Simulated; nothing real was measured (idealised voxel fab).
Herein follows the process module entitled voxel spacer lines.
Square cell edge 5 nm, section width 225 nm, ID cut.
Cross-section = grid of square cells, listed top down in bands; band = one or more rows.
Each band's line starts with the height of the band's top and of its bottom, in nm. Then come its materials from left to right, each with its width in nm. One material with "everywhere" fills the band from edge to edge. "blank" is empty space.
Heights from 0 (as-received wafer is one material below). Bottom band endless downward, as "0..down".
Width "30 to 40": first value at the band's top row of cells, second value at its bottom row, equal change from row to row.
Any step labelled "no change" changed none of the cells in the cross-section.
Reported under the label "Cavities, sealed" are the empty spaces having no open way to the top and comprising 8 cells or more; the notation for each is width x height at distance, in which the distance is measured from the left edge and all three values are in nm.
Read whatever lies past the settings on a step's line as the simulator's own remark about the step.
overlay nm: where the mask lay relative to plan, measured to the right, on steps with a mask; negatives go left.

INTENDED PROCESS STEPS
- 1: RECEIVE [material Si]
- 2: CONFORMAL_DEP [material Al2O3] [thk nm 10]
- 3: DIRECTIONAL_DEP [material TiN] [thk nm 15]
- 4: DIRECTIONAL_DEP [material polySi] [thk nm 20]
- 5: PATTERN [tone cover] [mask id MANDREL] [material resist] [width nm 25] [pitch nm 80] [thk nm 30] [overlay nm 0]
- 6: DIRECTIONAL_ETCH [etch materials polySi] [depth nm 20]
- 7: STRIP [etch materials resist]
- 8: CONFORMAL_DEP [material SiO2] [thk nm 15]
- 9: DIRECTIONAL_ETCH [etch materials SiO2] [depth nm 15]
- 10: STRIP [etch materials polySi]
- 11: DIRECTIONAL_ETCH [etch materials TiN] [depth nm 15]
- 12: STRIP [etch materials SiO2]
- 13: FILL_DEP [material lowk] [thk nm 10]
- 14: CMP [height nm 25]

INCOMING WAFER, CROSS-SECTIONAL VIEW, POST STEP 1
* 0..down | Si everywhere
* Cavities, sealed: none

FIRST OF TWO WAFERS AT THE END OF THE MODULE, SHOWN IN CROSS-SECTION; RUN CARRIED OUT AS PLANNED
* 25..10 | 45 nm lowk; 15 nm TiN; 25 nm lowk; 15 nm TiN; 25 nm lowk; 15 nm TiN; 25 nm lowk; 15 nm TiN; 45 nm lowk
* 10..0 | Al2O3 everywhere
* 0..down | Si everywhere
* Cavities, sealed: none

SO THIS IS WAFER NUMBER TWO OF THE TWO, CUT AT THE END OF THE MODULE - IT STARTED WHERE THE FIRST DID AND HAD THE SAME PLAN, WE JUST GOT ONE THING WRONG RUNNING IT
* 25..15 | lowk everywhere
* 15..0 | 45 nm lowk; 15 nm TiN; 25 nm lowk; 15 nm TiN; 25 nm lowk; 15 nm TiN; 25 nm lowk; 15 nm TiN; 45 nm lowk
* 0..down | Si everywhere
* Cavities, sealed: none
So what did we get wrong on this run? step 2 of the plan was omitted and not executed
It is noted that, at the conclusion of processing, the second wafer exhibits a higher or lower cell count for certain materials relative to the first: Al2O3 -90 | lowk +90
